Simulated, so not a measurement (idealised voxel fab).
Documented hereafter: the process module known as voxel ribs on slabs.
The cross-section on display is named cut; it measures 145 nm wide, and its cells are 5 nm squares.
Cross-section spec: square-cell grid; bands listed top down; each band is one or more rows.
A band entry consists of two parts. The first gives the height of the band's top and the height of its bottom, in nm. The rest lists the band's materials from left to right, each with its width in nm. A single material labelled with the word "edge to edge" fills the band from edge to edge, and the word "air" marks empty space.
Measure heights from 0. That's the level where, below it, the as-received wafer is all one material. The lowest band is bottomless and extends downward; write it as in "from 0 down".
Quick explanation for "30->40": the width changes in equal steps down the rows of cells, from the first number in the band's top row to the second number in its bottom row.
Step marked "changes: none"? Then no cell in the cross-section changed in it.
Closed empty spaces (no open way to the top) of 8 cells or more are what "Closed void listing" lists, each as width x height at distance from the left edge, nm for all three.
On a step's line, text after the settings is the simulator commenting on that step.
You can add "overlay nm" to a step's line. For a step with a mask, it describes how far the mask lay to the right of its planned position, and a negative number describes a lay to the left.
Before/after cross-section pairs, one process step each; after shown to lowest changed band; step and settings beneath. Pairs may be from different runs of this module on the same starting wafer; a pair continues from the one above only where its "Ex-ante state" entry says so.
Ex-ante state:
  from 0 down | Si edge to edge
  Closed void listing: none
Resulting Structure:
  from 30 to 0 | SiO2 edge to edge
  Unchanged below 0.
  Closed void listing: none
Transition step, before and after shown above: DIRECTIONAL_DEP (material SiO2; thk nm 30)
Ex-ante state: we pick up right where the pair above leaves off, with its after cross-section.
Resulting Structure:
  from 45 to 30 | polySi edge to edge
  Unchanged below 30.
  Closed void listing: none
Transition step, before and after shown above: DIRECTIONAL_DEP (material polySi; thk nm 15)
Ex-ante state: we pick up right where the pair above leaves off, with its after cross-section.
Resulting Structure:
  from 45 to 40 | 60 nm air; 25 nm polySi; 60 nm air
  Unchanged below 40.
  Closed void listing: none
Transition step, before and after shown above: MASKED_ETCH (tone cover; mask id RIB; width nm 25; etch materials polySi; depth nm 5; overlay nm 0)
Ex-ante state: we pick up right where the pair above leaves off, with its after cross-section.
Resulting Structure:
  from 65 to 45 | 40 nm air; 65 nm resist; 40 nm air
  from 45 to 40 | 40 nm air; 20 nm resist; 25 nm polySi; 20 nm resist; 40 nm air
  Unchanged below 40.
  Closed void listing: none
Transition step, before and after shown above: PATTERN (tone cover; mask id SLAB; material resist; width nm 65; thk nm 20; overlay nm 0)
Ex-ante state: we pick up right where the pair above leaves off, with its after cross-section.
Resulting Structure:
  from 65 to 45 | 40 nm air; 65 nm resist; 40 nm air
  from 45 to 40 | 40 nm air; 20 nm resist; 25 nm polySi; 20 nm resist; 40 nm air
  from 40 to 30 | 40 nm air; 65 nm polySi; 40 nm air
  Unchanged below 30.
  Closed void listing: none
Transition step, before and after shown above: DIRECTIONAL_ETCH (etch materials polySi; depth nm 10)
Ex-ante state: we pick up right where the pair above leaves off, with its after cross-section.
Resulting Structure:
  from 45 to 40 | 60 nm air; 25 nm polySi; 60 nm air
  Unchanged below 40.
  Closed void listing: none
Transition step, before and after shown above: STRIP (etch materials resist)
Ex-ante state: we pick up right where the pair above leaves off, with its after cross-section.
Resulting Structure:
  from 75 to 45 | SiO2 edge to edge
  from 45 to 40 | 60 nm SiO2; 25 nm polySi; 60 nm SiO2
  from 40 to 30 | 40 nm SiO2; 65 nm polySi; 40 nm SiO2
  Unchanged below 30.
  Closed void listing: none
Transition step, before and after shown above: FILL_DEP (material SiO2; thk nm 30)
Ex-ante state: we pick up right where the pair above leaves off, with its after cross-section.
Resulting Structure:
  from 65 to 45 | SiO2 edge to edge
  Unchanged below 45.
  Closed void listing: none
Transition step, before and after shown above: CMP (height nm 65)
Ex-ante state: we pick up right where the pair above leaves off, with its after cross-section.
Resulting Structure:
  from 75 to 65 | TiN edge to edge
  Unchanged below 65.
  Closed void listing: none
Transition step, before and after shown above: DIRECTIONAL_DEP (material TiN; thk nm 10)
Ex-ante state: we pick up right where the pair above leaves off, with its after cross-section.
Resulting Structure:
  from 90 to 75 | 55 nm air; 35 nm resist; 55 nm air
  Unchanged below 75.
  Closed void listing: none
Transition step, before and after shown above: PATTERN (tone cover; mask id HEATER; material resist; width nm 35; thk nm 15; overlay nm 0)
Ex-ante state: we pick up right where the pair above leaves off, with its after cross-section.
Resulting Structure:
  from 90 to 75 | 55 nm air; 35 nm resist; 55 nm air
  from 75 to 65 | 55 nm air; 35 nm TiN; 55 nm air
  Unchanged below 65.
  Closed void listing: none
Transition step, before and after shown above: DIRECTIONAL_ETCH (etch materials TiN; depth nm 10)
Ex-ante state: we pick up right where the pair above leaves off, with its after cross-section.
Resulting Structure:
  from 75 to 65 | 55 nm air; 35 nm TiN; 55 nm air
  Unchanged below 65.
  Closed void listing: none
Transition step, before and after shown above: STRIP (etch materials resist)
Ex-ante state: we pick up right where the pair above leaves off, with its after cross-section.
Resulting Structure:
  from 80 to 75 | 50 nm air; 45 nm SiO2; 50 nm air
  from 75 to 70 | 50 nm air; 5 nm SiO2; 35 nm TiN; 5 nm SiO2; 50 nm air
  from 70 to 65 | 55 nm SiO2; 35 nm TiN; 55 nm SiO2
  Unchanged below 65.
  Closed void listing: none
Transition step, before and after shown above: CONFORMAL_DEP (material SiO2; thk nm 5)
Ex-ante state:
  from 30 to 0 | SiO2 edge to edge
  from 0 down | Si edge to edge
  Closed void listing: none
Resulting Structure:
  from 60 to 0 | SiO2 edge to edge
  Unchanged below 0.
  Closed void listing: none
Transition step, before and after shown above: DIRECTIONAL_DEP (material SiO2; thk nm 30)
Ex-ante state: we pick up right where the pair above leaves off, with its after cross-section.
Resulting Structure:
  from 75 to 60 | polySi edge to edge
  Unchanged below 60.
  Closed void listing: none
Transition step, before and after shown above: DIRECTIONAL_DEP (material polySi; thk nm 15)
Ex-ante state: we pick up right where the pair above leaves off, with its after cross-section.
Resulting Structure:
  from 75 to 70 | 60 nm air; 25 nm polySi; 60 nm air
  Unchanged below 70.
  Closed void listing: none
Transition step, before and after shown above: MASKED_ETCH (tone cover; mask id RIB; width nm 25; etch materials polySi; depth nm 5; overlay nm 0)
Ex-ante state: we pick up right where the pair above leaves off, with its after cross-section.
Resulting Structure:
  from 95 to 75 | 40 nm air; 65 nm resist; 40 nm air
  from 75 to 70 | 40 nm air; 20 nm resist; 25 nm polySi; 20 nm resist; 40 nm air
  Unchanged below 70.
  Closed void listing: none
Transition step, before and after shown above: PATTERN (tone cover; mask id SLAB; material resist; width nm 65; thk nm 20; overlay nm 0)
Ex-ante state: we pick up right where the pair above leaves off, with its after cross-section.
Resulting Structure:
  from 95 to 75 | 40 nm air; 65 nm resist; 40 nm air
  from 75 to 70 | 40 nm air; 20 nm resist; 25 nm polySi; 20 nm resist; 40 nm air
  from 70 to 60 | 40 nm air; 65 nm polySi; 40 nm air
  Unchanged below 60.
  Closed void listing: none
Transition step, before and after shown above: DIRECTIONAL_ETCH (etch materials polySi; depth nm 10)
Ex-ante state: we pick up right where the pair above leaves off, with its after cross-section.
Resulting Structure:
  from 75 to 70 | 60 nm air; 25 nm polySi; 60 nm air
  Unchanged below 70.
  Closed void listing: none
Transition step, before and after shown above: STRIP (etch materials resist)
Ex-ante state: we pick up right where the pair above leaves off, with its after cross-section.
Resulting Structure:
  from 105 to 75 | SiO2 edge to edge
  from 75 to 70 | 60 nm SiO2; 25 nm polySi; 60 nm SiO2
  from 70 to 60 | 40 nm SiO2; 65 nm polySi; 40 nm SiO2
  Unchanged below 60.
  Closed void listing: none
Transition step, before and after shown above: FILL_DEP (material SiO2; thk nm 30)
Ex-ante state: we pick up right where the pair above leaves off, with its after cross-section.
Resulting Structure:
  from 65 to 60 | 40 nm SiO2; 65 nm polySi; 40 nm SiO2
  Unchanged below 60.
  Closed void listing: none
Transition step, before and after shown above: CMP (height nm 65)
Ex-ante state: we pick up right where the pair above leaves off, with its after cross-section.
Resulting Structure:
  from 75 to 65 | TiN edge to edge
  Unchanged below 65.
  Closed void listing: none
Transition step, before and after shown above: DIRECTIONAL_DEP (material TiN; thk nm 10)
Ex-ante state: we pick up right where the pair above leaves off, with its after cross-section.
Resulting Structure:
  from 90 to 75 | 55 nm air; 35 nm resist; 55 nm air
  Unchanged below 75.
  Closed void listing: none
Transition step, before and after shown above: PATTERN (tone cover; mask id HEATER; material resist; width nm 35; thk nm 15; overlay nm 0)
Ex-ante state: we pick up right where the pair above leaves off, with its after cross-section.
Resulting Structure:
  from 90 to 75 | 55 nm air; 35 nm resist; 55 nm air
  from 75 to 65 | 55 nm air; 35 nm TiN; 55 nm air
  Unchanged below 65.
  Closed void listing: none
Transition step, before and after shown above: DIRECTIONAL_ETCH (etch materials TiN; depth nm 10)
Ex-ante state: we pick up right where the pair above leaves off, with its after cross-section.
Resulting Structure:
  from 75 to 65 | 55 nm air; 35 nm TiN; 55 nm air
  Unchanged below 65.
  Closed void listing: none
Transition step, before and after shown above: STRIP (etch materials resist)
Ex-ante state: we pick up right where the pair above leaves off, with its after cross-section.
Resulting Structure:
  from 80 to 75 | 50 nm air; 45 nm SiO2; 50 nm air
  from 75 to 70 | 50 nm air; 5 nm SiO2; 35 nm TiN; 5 nm SiO2; 50 nm air
  from 70 to 65 | 55 nm SiO2; 35 nm TiN; 55 nm SiO2
  Unchanged below 65.
  Closed void listing: none
Transition step, before and after shown above: CONFORMAL_DEP (material SiO2; thk nm 5)
Ex-ante state:
  from 0 down | Si edge to edge
  Closed void listing: none
Resulting Structure:
  from 15 to 0 | polySi edge to edge
  Unchanged below 0.
  Closed void listing: none
Transition step, before and after shown above: DIRECTIONAL_DEP (material polySi; thk nm 15)
Ex-ante state: we pick up right where the pair above leaves off, with its after cross-section.
Resulting Structure:
  from 45 to 15 | SiO2 edge to edge
  Unchanged below 15.
  Closed void listing: none
Transition step, before and after shown above: DIRECTIONAL_DEP (material SiO2; thk nm 30)
Ex-ante state: we pick up right where the pair above leaves off, with its after cross-section.
Resulting Structure:
  from 65 to 45 | 40 nm air; 65 nm resist; 40 nm air
  Unchanged below 45.
  Closed void listing: none
Transition step, before and after shown above: PATTERN (tone cover; mask id SLAB; material resist; width nm 65; thk nm 20; overlay nm 0)
Ex-ante state: we pick up right where the pair above leaves off, with its after cross-section.
Resulting Structure:
  from 45 to 15 | SiO2 edge to edge
  Unchanged below 15.
  Closed void listing: none
Transition step, before and after shown above: STRIP (etch materials resist)
Ex-ante state: we pick up right where the pair above leaves off, with its after cross-section.
Resulting Structure:
  from 75 to 15 | SiO2 edge to edge
  Unchanged below 15.
  Closed void listing: none
Transition step, before and after shown above: FILL_DEP (material SiO2; thk nm 30)
Ex-ante state: we pick up right where the pair above leaves off, with its after cross-section.
Resulting Structure:
  from 65 to 15 | SiO2 edge to edge
  Unchanged below 15.
  Closed void listing: none
Transition step, before and after shown above: CMP (height nm 65)
Ex-ante state: we pick up right where the pair above leaves off, with its after cross-section.
Resulting Structure:
  from 75 to 65 | TiN edge to edge
  Unchanged below 65.
  Closed void listing: none
Transition step, before and after shown above: DIRECTIONAL_DEP (material TiN; thk nm 10)
Ex-ante state: we pick up right where the pair above leaves off, with its after cross-section.
Resulting Structure:
  from 90 to 75 | 55 nm air; 35 nm resist; 55 nm air
  Unchanged below 75.
  Closed void listing: none
Transition step, before and after shown above: PATTERN (tone cover; mask id HEATER; material resist; width nm 35; thk nm 15; overlay nm 0)
Ex-ante state: we pick up right where the pair above leaves off, with its after cross-section.
Resulting Structure:
  from 90 to 75 | 55 nm air; 35 nm resist; 55 nm air
  from 75 to 65 | 55 nm air; 35 nm TiN; 55 nm air
  Unchanged below 65.
  Closed void listing: none
Transition step, before and after shown above: DIRECTIONAL_ETCH (etch materials TiN; depth nm 10)
Ex-ante state: we pick up right where the pair above leaves off, with its after cross-section.
Resulting Structure:
  from 75 to 65 | 55 nm air; 35 nm TiN; 55 nm air
  Unchanged below 65.
  Closed void listing: none
Transition step, before and after shown above: STRIP (etch materials resist)
Ex-ante state: we pick up right where the pair above leaves off, with its after cross-section.
Resulting Structure:
  from 80 to 75 | 50 nm air; 45 nm SiO2; 50 nm air
  from 75 to 70 | 50 nm air; 5 nm SiO2; 35 nm TiN; 5 nm SiO2; 50 nm air
  from 70 to 65 | 55 nm SiO2; 35 nm TiN; 55 nm SiO2
  Unchanged below 65.
  Closed void listing: none
Transition step, before and after shown above: CONFORMAL_DEP (material SiO2; thk nm 5)
Ex-ante state:
  from 45 to 30 | polySi edge to edge
  from 30 to 0 | SiO2 edge to edge
  from 0 down | Si edge to edge
  Closed void listing: none
Resulting Structure:
  from 45 to 30 | 60 nm air; 25 nm polySi; 60 nm air
  Unchanged below 30.
  Closed void listing: none
Transition step, before and after shown above: MASKED_ETCH (tone cover; mask id RIB; width nm 25; etch materials polySi; depth nm 15; overlay nm 0)
Ex-ante state: we pick up right where the pair above leaves off, with its after cross-section.
Resulting Structure:
  from 65 to 45 | 40 nm air; 65 nm resist; 40 nm air
  from 45 to 30 | 40 nm air; 20 nm resist; 25 nm polySi; 20 nm resist; 40 nm air
  Unchanged below 30.
  Closed void listing: none
Transition step, before and after shown above: PATTERN (tone cover; mask id SLAB; material resist; width nm 65; thk nm 20; overlay nm 0)
Ex-ante state: we pick up right where the pair above leaves off, with its after cross-section.
Resulting Structure:
  from 45 to 30 | 60 nm air; 25 nm polySi; 60 nm air
  Unchanged below 30.
  Closed void listing: none
Transition step, before and after shown above: STRIP (etch materials resist)
Ex-ante state: we pick up right where the pair above leaves off, with its after cross-section.
Resulting Structure:
  from 75 to 45 | SiO2 edge to edge
  from 45 to 30 | 60 nm SiO2; 25 nm polySi; 60 nm SiO2
  Unchanged below 30.
  Closed void listing: none
Transition step, before and after shown above: FILL_DEP (material SiO2; thk nm 30)
Ex-ante state: we pick up right where the pair above leaves off, with its after cross-section.
Resulting Structure:
  from 65 to 45 | SiO2 edge to edge
  Unchanged below 45.
  Closed void listing: none
Transition step, before and after shown above: CMP (height nm 65)
Ex-ante state: we pick up right where the pair above leaves off, with its after cross-section.
Resulting Structure:
  from 75 to 65 | TiN edge to edge
  Unchanged below 65.
  Closed void listing: none
Transition step, before and after shown above: DIRECTIONAL_DEP (material TiN; thk nm 10)
Ex-ante state: we pick up right where the pair above leaves off, with its after cross-section.
Resulting Structure:
  from 90 to 75 | 55 nm air; 35 nm resist; 55 nm air
  Unchanged below 75.
  Closed void listing: none
Transition step, before and after shown above: PATTERN (tone cover; mask id HEATER; material resist; width nm 35; thk nm 15; overlay nm 0)
Ex-ante state: we pick up right where the pair above leaves off, with its after cross-section.
Resulting Structure:
  from 90 to 75 | 55 nm air; 35 nm resist; 55 nm air
  from 75 to 65 | 55 nm air; 35 nm TiN; 55 nm air
  Unchanged below 65.
  Closed void listing: none
Transition step, before and after shown above: DIRECTIONAL_ETCH (etch materials TiN; depth nm 10)
Ex-ante state: we pick up right where the pair above leaves off, with its after cross-section.
Resulting Structure:
  from 75 to 65 | 55 nm air; 35 nm TiN; 55 nm air
  Unchanged below 65.
  Closed void listing: none
Transition step, before and after shown above: STRIP (etch materials resist)
Ex-ante state: we pick up right where the pair above leaves off, with its after cross-section.
Resulting Structure:
  from 80 to 75 | 50 nm air; 45 nm SiO2; 50 nm air
  from 75 to 70 | 50 nm air; 5 nm SiO2; 35 nm TiN; 5 nm SiO2; 50 nm air
  from 70 to 65 | 55 nm SiO2; 35 nm TiN; 55 nm SiO2
  Unchanged below 65.
  Closed void listing: none
Transition step, before and after shown above: CONFORMAL_DEP (material SiO2; thk nm 5)
Ex-ante state:
  from 45 to 30 | polySi edge to edge
  from 30 to 0 | SiO2 edge to edge
  from 0 down | Si edge to edge
  Closed void listing: none
Resulting Structure:
  from 45 to 40 | 65 nm air; 15 nm polySi; 65 nm air
  Unchanged below 40.
  Closed void listing: none
Transition step, before and after shown above: MASKED_ETCH (tone cover; mask id RIB; width nm 15; etch materials polySi; depth nm 5; overlay nm 0)
Ex-ante state: we pick up right where the pair above leaves off, with its after cross-section.
Resulting Structure:
  from 65 to 45 | 40 nm air; 65 nm resist; 40 nm air
  from 45 to 40 | 40 nm air; 25 nm resist; 15 nm polySi; 25 nm resist; 40 nm air
  Unchanged below 40.
  Closed void listing: none
Transition step, before and after shown above: PATTERN (tone cover; mask id SLAB; material resist; width nm 65; thk nm 20; overlay nm 0)
Ex-ante state: we pick up right where the pair above leaves off, with its after cross-section.
Resulting Structure:
  from 65 to 45 | 40 nm air; 65 nm resist; 40 nm air
  from 45 to 40 | 40 nm air; 25 nm resist; 15 nm polySi; 25 nm resist; 40 nm air
  from 40 to 30 | 40 nm air; 65 nm polySi; 40 nm air
  Unchanged below 30.
  Closed void listing: none
Transition step, before and after shown above: DIRECTIONAL_ETCH (etch materials polySi; depth nm 10)
Ex-ante state: we pick up right where the pair above leaves off, with its after cross-section.
Resulting Structure:
  from 45 to 40 | 65 nm air; 15 nm polySi; 65 nm air
  Unchanged below 40.
  Closed void listing: none
Transition step, before and after shown above: STRIP (etch materials resist)
Ex-ante state: we pick up right where the pair above leaves off, with its after cross-section.
Resulting Structure:
  from 75 to 45 | SiO2 edge to edge
  from 45 to 40 | 65 nm SiO2; 15 nm polySi; 65 nm SiO2
  from 40 to 30 | 40 nm SiO2; 65 nm polySi; 40 nm SiO2
  Unchanged below 30.
  Closed void listing: none
Transition step, before and after shown above: FILL_DEP (material SiO2; thk nm 30)
Ex-ante state: we pick up right where the pair above leaves off, with its after cross-section.
Resulting Structure:
  from 65 to 45 | SiO2 edge to edge
  Unchanged below 45.
  Closed void listing: none
Transition step, before and after shown above: CMP (height nm 65)
Ex-ante state: we pick up right where the pair above leaves off, with its after cross-section.
Resulting Structure:
  from 75 to 65 | TiN edge to edge
  Unchanged below 65.
  Closed void listing: none
Transition step, before and after shown above: DIRECTIONAL_DEP (material TiN; thk nm 10)
Ex-ante state: we pick up right where the pair above leaves off, with its after cross-section.
Resulting Structure:
  from 90 to 75 | 55 nm air; 35 nm resist; 55 nm air
  Unchanged below 75.
  Closed void listing: none
Transition step, before and after shown above: PATTERN (tone cover; mask id HEATER; material resist; width nm 35; thk nm 15; overlay nm 0)
Ex-ante state: we pick up right where the pair above leaves off, with its after cross-section.
Resulting Structure:
  from 90 to 75 | 55 nm air; 35 nm resist; 55 nm air
  from 75 to 65 | 55 nm air; 35 nm TiN; 55 nm air
  Unchanged below 65.
  Closed void listing: none
Transition step, before and after shown above: DIRECTIONAL_ETCH (etch materials TiN; depth nm 10)
Ex-ante state: we pick up right where the pair above leaves off, with its after cross-section.
Resulting Structure:
  from 75 to 65 | 55 nm air; 35 nm TiN; 55 nm air
  Unchanged below 65.
  Closed void listing: none
Transition step, before and after shown above: STRIP (etch materials resist)
Ex-ante state: we pick up right where the pair above leaves off, with its after cross-section.
Resulting Structure:
  from 80 to 75 | 50 nm air; 45 nm SiO2; 50 nm air
  from 75 to 70 | 50 nm air; 5 nm SiO2; 35 nm TiN; 5 nm SiO2; 50 nm air
  from 70 to 65 | 55 nm SiO2; 35 nm TiN; 55 nm SiO2
  Unchanged below 65.
  Closed void listing: none
Transition step, before and after shown above: CONFORMAL_DEP (material SiO2; thk nm 5)
Ex-ante state:
  from 45 to 30 | polySi edge to edge
  from 30 to 0 | SiO2 edge to edge
  from 0 down | Si edge to edge
  Closed void listing: none
Resulting Structure:
  from 45 to 40 | 65 nm air; 25 nm polySi; 55 nm air
  Unchanged below 40.
  Closed void listing: none
Transition step, before and after shown above: MASKED_ETCH (tone cover; mask id RIB; width nm 25; etch materials polySi; depth nm 5; overlay nm 5)
Ex-ante state: we pick up right where the pair above leaves off, with its after cross-section.
Resulting Structure:
  from 65 to 45 | 40 nm air; 65 nm resist; 40 nm air
  from 45 to 40 | 40 nm air; 25 nm resist; 25 nm polySi; 15 nm resist; 40 nm air
  Unchanged below 40.
  Closed void listing: none
Transition step, before and after shown above: PATTERN (tone cover; mask id SLAB; material resist; width nm 65; thk nm 20; overlay nm 0)
Ex-ante state: we pick up right where the pair above leaves off, with its after cross-section.
Resulting Structure:
  from 65 to 45 | 40 nm air; 65 nm resist; 40 nm air
  from 45 to 40 | 40 nm air; 25 nm resist; 25 nm polySi; 15 nm resist; 40 nm air
  from 40 to 30 | 40 nm air; 65 nm polySi; 40 nm air
  Unchanged below 30.
  Closed void listing: none
Transition step, before and after shown above: DIRECTIONAL_ETCH (etch materials polySi; depth nm 10)
Ex-ante state: we pick up right where the pair above leaves off, with its after cross-section.
Resulting Structure:
  from 45 to 40 | 65 nm air; 25 nm polySi; 55 nm air
  Unchanged below 40.
  Closed void listing: none
Transition step, before and after shown above: STRIP (etch materials resist)
Ex-ante state: we pick up right where the pair above leaves off, with its after cross-section.
Resulting Structure:
  from 75 to 45 | SiO2 edge to edge
  from 45 to 40 | 65 nm SiO2; 25 nm polySi; 55 nm SiO2
  from 40 to 30 | 40 nm SiO2; 65 nm polySi; 40 nm SiO2
  Unchanged below 30.
  Closed void listing: none
Transition step, before and after shown above: FILL_DEP (material SiO2; thk nm 30)
Ex-ante state: we pick up right where the pair above leaves off, with its after cross-section.
Resulting Structure:
  from 65 to 45 | SiO2 edge to edge
  Unchanged below 45.
  Closed void listing: none
Transition step, before and after shown above: CMP (height nm 65)
Ex-ante state: we pick up right where the pair above leaves off, with its after cross-section.
Resulting Structure:
  from 75 to 65 | TiN edge to edge
  Unchanged below 65.
  Closed void listing: none
Transition step, before and after shown above: DIRECTIONAL_DEP (material TiN; thk nm 10)
Ex-ante state: we pick up right where the pair above leaves off, with its after cross-section.
Resulting Structure:
  from 90 to 75 | 55 nm air; 35 nm resist; 55 nm air
  Unchanged below 75.
  Closed void listing: none
Transition step, before and after shown above: PATTERN (tone cover; mask id HEATER; material resist; width nm 35; thk nm 15; overlay nm 0)
Ex-ante state: we pick up right where the pair above leaves off, with its after cross-section.
Resulting Structure:
  from 90 to 75 | 55 nm air; 35 nm resist; 55 nm air
  from 75 to 65 | 55 nm air; 35 nm TiN; 55 nm air
  Unchanged below 65.
  Closed void listing: none
Transition step, before and after shown above: DIRECTIONAL_ETCH (etch materials TiN; depth nm 10)
Ex-ante state: we pick up right where the pair above leaves off, with its after cross-section.
Resulting Structure:
  from 75 to 65 | 55 nm air; 35 nm TiN; 55 nm air
  Unchanged below 65.
  Closed void listing: none
Transition step, before and after shown above: STRIP (etch materials resist)
Ex-ante state: we pick up right where the pair above leaves off, with its after cross-section.
Resulting Structure:
  from 80 to 75 | 50 nm air; 45 nm SiO2; 50 nm air
  from 75 to 70 | 50 nm air; 5 nm SiO2; 35 nm TiN; 5 nm SiO2; 50 nm air
  from 70 to 65 | 55 nm SiO2; 35 nm TiN; 55 nm SiO2
  Unchanged below 65.
  Closed void listing: none
Transition step, before and after shown above: CONFORMAL_DEP (material SiO2; thk nm 5)
Ex-ante state:
  from 0 down | Si edge to edge
  Closed void listing: none
Resulting Structure:
  from 30 to 0 | TiN edge to edge
  Unchanged below 0.
  Closed void listing: none
Transition step, before and after shown above: DIRECTIONAL_DEP (material TiN; thk nm 30)
Ex-ante state: we pick up right where the pair above leaves off, with its after cross-section.
Resulting Structure:
  from 45 to 30 | polySi edge to edge
  Unchanged below 30.
  Closed void listing: none
Transition step, before and after shown above: DIRECTIONAL_DEP (material polySi; thk nm 15)
Ex-ante state: we pick up right where the pair above leaves off, with its after cross-section.
Resulting Structure:
  from 45 to 40 | 60 nm air; 25 nm polySi; 60 nm air
  Unchanged below 40.
  Closed void listing: none
Transition step, before and after shown above: MASKED_ETCH (tone cover; mask id RIB; width nm 25; etch materials polySi; depth nm 5; overlay nm 0)
Ex-ante state: we pick up right where the pair above leaves off, with its after cross-section.
Resulting Structure:
  from 65 to 45 | 40 nm air; 65 nm resist; 40 nm air
  from 45 to 40 | 40 nm air; 20 nm resist; 25 nm polySi; 20 nm resist; 40 nm air
  Unchanged below 40.
  Closed void listing: none
Transition step, before and after shown above: PATTERN (tone cover; mask id SLAB; material resist; width nm 65; thk nm 20; overlay nm 0)
Ex-ante state: we pick up right where the pair above leaves off, with its after cross-section.
Resulting Structure:
  from 65 to 45 | 40 nm air; 65 nm resist; 40 nm air
  from 45 to 40 | 40 nm air; 20 nm resist; 25 nm polySi; 20 nm resist; 40 nm air
  from 40 to 30 | 40 nm air; 65 nm polySi; 40 nm air
  Unchanged below 30.
  Closed void listing: none
Transition step, before and after shown above: DIRECTIONAL_ETCH (etch materials polySi; depth nm 10)
Ex-ante state: we pick up right where the pair above leaves off, with its after cross-section.
Resulting Structure:
  from 45 to 40 | 60 nm air; 25 nm polySi; 60 nm air
  Unchanged below 40.
  Closed void listing: none
Transition step, before and after shown above: STRIP (etch materials resist)
Ex-ante state: we pick up right where the pair above leaves off, with its after cross-section.
Resulting Structure:
  from 75 to 45 | SiO2 edge to edge
  from 45 to 40 | 60 nm SiO2; 25 nm polySi; 60 nm SiO2
  from 40 to 30 | 40 nm SiO2; 65 nm polySi; 40 nm SiO2
  Unchanged below 30.
  Closed void listing: none
Transition step, before and after shown above: FILL_DEP (material SiO2; thk nm 30)
Ex-ante state: we pick up right where the pair above leaves off, with its after cross-section.
Resulting Structure:
  from 65 to 45 | SiO2 edge to edge
  Unchanged below 45.
  Closed void listing: none
Transition step, before and after shown above: CMP (height nm 65)
Ex-ante state: we pick up right where the pair above leaves off, with its after cross-section.
Resulting Structure:
  from 75 to 65 | TiN edge to edge
  Unchanged below 65.
  Closed void listing: none
Transition step, before and after shown above: DIRECTIONAL_DEP (material TiN; thk nm 10)
Ex-ante state: we pick up right where the pair above leaves off, with its after cross-section.
Resulting Structure:
  from 90 to 75 | 55 nm air; 35 nm resist; 55 nm air
  Unchanged below 75.
  Closed void listing: none
Transition step, before and after shown above: PATTERN (tone cover; mask id HEATER; material resist; width nm 35; thk nm 15; overlay nm 0)
Ex-ante state: we pick up right where the pair above leaves off, with its after cross-section.
Resulting Structure:
  from 90 to 75 | 55 nm air; 35 nm resist; 55 nm air
  from 75 to 65 | 55 nm air; 35 nm TiN; 55 nm air
  Unchanged below 65.
  Closed void listing: none
Transition step, before and after shown above: DIRECTIONAL_ETCH (etch materials TiN; depth nm 10)
Ex-ante state: we pick up right where the pair above leaves off, with its after cross-section.
Resulting Structure:
  from 75 to 65 | 55 nm air; 35 nm TiN; 55 nm air
  Unchanged below 65.
  Closed void listing: none
Transition step, before and after shown above: STRIP (etch materials resist)
Ex-ante state: we pick up right where the pair above leaves off, with its after cross-section.
Resulting Structure:
  from 80 to 75 | 50 nm air; 45 nm SiO2; 50 nm air
  from 75 to 70 | 50 nm air; 5 nm SiO2; 35 nm TiN; 5 nm SiO2; 50 nm air
  from 70 to 65 | 55 nm SiO2; 35 nm TiN; 55 nm SiO2
  Unchanged below 65.
  Closed void listing: none
Transition step, before and after shown above: CONFORMAL_DEP (material SiO2; thk nm 5)
Ex-ante state:
  from 45 to 40 | 60 nm air; 25 nm polySi; 60 nm air
  from 40 to 30 | polySi edge to edge
  from 30 to 0 | SiO2 edge to edge
  from 0 down | Si edge to edge
  Closed void listing: none
Resulting Structure:
  from 65 to 45 | 40 nm resist; 65 nm air; 40 nm resist
  from 45 to 40 | 40 nm resist; 20 nm air; 25 nm polySi; 20 nm air; 40 nm resist
  Unchanged below 40.
  Closed void listing: none
Transition step, before and after shown above: PATTERN (tone open; mask id SLAB; material resist; width nm 65; thk nm 20; overlay nm 0)
Ex-ante state: we pick up right where the pair above leaves off, with its after cross-section.
Resulting Structure:
  from 65 to 40 | 40 nm resist; 65 nm air; 40 nm resist
  from 40 to 35 | 40 nm polySi; 65 nm air; 40 nm polySi
  from 35 to 30 | 40 nm polySi; 20 nm air; 25 nm polySi; 20 nm air; 40 nm polySi
  Unchanged below 30.
  Closed void listing: none
Transition step, before and after shown above: DIRECTIONAL_ETCH (etch materials polySi; depth nm 10)
Ex-ante state: we pick up right where the pair above leaves off, with its after cross-section.
Resulting Structure:
  from 40 to 35 | 40 nm polySi; 65 nm air; 40 nm polySi
  Unchanged below 35.
  Closed void listing: none
Transition step, before and after shown above: STRIP (etch materials resist)
Ex-ante state: we pick up right where the pair above leaves off, with its after cross-section.
Resulting Structure:
  from 70 to 40 | SiO2 edge to edge
  from 40 to 35 | 40 nm polySi; 65 nm SiO2; 40 nm polySi
  from 35 to 30 | 40 nm polySi; 20 nm SiO2; 25 nm polySi; 20 nm SiO2; 40 nm polySi
  Unchanged below 30.
  Closed void listing: none
Transition step, before and after shown above: FILL_DEP (material SiO2; thk nm 30)
Ex-ante state: we pick up right where the pair above leaves off, with its after cross-section.
Resulting Structure:
  from 65 to 40 | SiO2 edge to edge
  Unchanged below 40.
  Closed void listing: none
Transition step, before and after shown above: CMP (height nm 65)
Ex-ante state: we pick up right where the pair above leaves off, with its after cross-section.
Resulting Structure:
  from 75 to 65 | TiN edge to edge
  Unchanged below 65.
  Closed void listing: none
Transition step, before and after shown above: DIRECTIONAL_DEP (material TiN; thk nm 10)
Ex-ante state: we pick up right where the pair above leaves off, with its after cross-section.
Resulting Structure:
  from 90 to 75 | 55 nm air; 35 nm resist; 55 nm air
  Unchanged below 75.
  Closed void listing: none
Transition step, before and after shown above: PATTERN (tone cover; mask id HEATER; material resist; width nm 35; thk nm 15; overlay nm 0)
Ex-ante state: we pick up right where the pair above leaves off, with its after cross-section.
Resulting Structure:
  from 90 to 75 | 55 nm air; 35 nm resist; 55 nm air
  from 75 to 65 | 55 nm air; 35 nm TiN; 55 nm air
  Unchanged below 65.
  Closed void listing: none
Transition step, before and after shown above: DIRECTIONAL_ETCH (etch materials TiN; depth nm 10)
Ex-ante state: we pick up right where the pair above leaves off, with its after cross-section.
Resulting Structure:
  from 75 to 65 | 55 nm air; 35 nm TiN; 55 nm air
  Unchanged below 65.
  Closed void listing: none
Transition step, before and after shown above: STRIP (etch materials resist)
Ex-ante state: we pick up right where the pair above leaves off, with its after cross-section.
Resulting Structure:
  from 80 to 75 | 50 nm air; 45 nm SiO2; 50 nm air
  from 75 to 70 | 50 nm air; 5 nm SiO2; 35 nm TiN; 5 nm SiO2; 50 nm air
  from 70 to 65 | 55 nm SiO2; 35 nm TiN; 55 nm SiO2
  Unchanged below 65.
  Closed void listing: none
Transition step, before and after shown above: CONFORMAL_DEP (material SiO2; thk nm 5)
